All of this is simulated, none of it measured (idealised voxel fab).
Title: Process Module voxel lift off
We display cut, a cross-section 285 nm in width whose square cells are each 5 nm.
Square cells in a grid make up a cross-section in this document, and the grid is given as bands, listed from the top down, each one or more rows of cells. Top height, bottom height, nm. Materials left to right, width each, nm. Single material + "full width" = fills band edge to edge. "air" = empty. Height datum 0, below which the as-received substrate wafer is one material. Lowest band open at the bottom, running downward: "0..down". Note: "30..40" means the width goes from the first number (top row of the band) to the second number (bottom row) in equal steps per row of cells. Take "all unchanged" at face value: in the step it is given for, the cross-section changed in none of its cells. "Sealed internal cavities" lists enclosed empty spaces (at least 8 cells, no open path upward to the top), each as width x height at distance from the left edge, in nm. Read whatever lies past the settings on a step's line as the simulator's own remark about the step. overlay nm: mask right of planned place by this much (step with mask). Neg. = left.
Plan:
1. RECEIVE (material Si)
2. CONFORMAL_DEP (material Al2O3; thk nm 15)
3. PATTERN (tone open; mask id LINES; material resist; width nm 25; pitch nm 40; thk nm 20; overlay nm 0)
4. DIRECTIONAL_DEP (material Ru; thk nm 5)
5. STRIP (etch materials resist)
6. CONFORMAL_DEP (material SiO2; thk nm 10)
As received (post step 1): cross-section:
    0..down: Si full width
    Sealed internal cavities: none
First of two wafers, end-of-module section, run followed plan:
    30..25: 100 air, 85 SiO2, 100 air
    25..20: SiO2 full width
    20..15: 110 SiO2, 25 Ru, 15 SiO2, 25 Ru, 110 SiO2
    15..0: Al2O3 full width
    0..down: Si full width
    Sealed internal cavities: none
Cross-sectional image of the second wafer of the two following completion of the module. Starting state and process plan were the same as for the first wafer; one execution error occurred:
    30..25: 100 air, 85 Ru, 100 air
    25..15: Ru full width
    15..0: Al2O3 full width
    0..down: Si full width
    Sealed internal cavities: none
What was the processing mistake? step 6 ran with different settings than intended, the actual operation and settings being CONFORMAL_DEP (material Ru; thk nm 10)
Looking at both finished wafers in cells, the second ends up ahead of or behind the first on some materials: +121 Ru; -121 SiO2
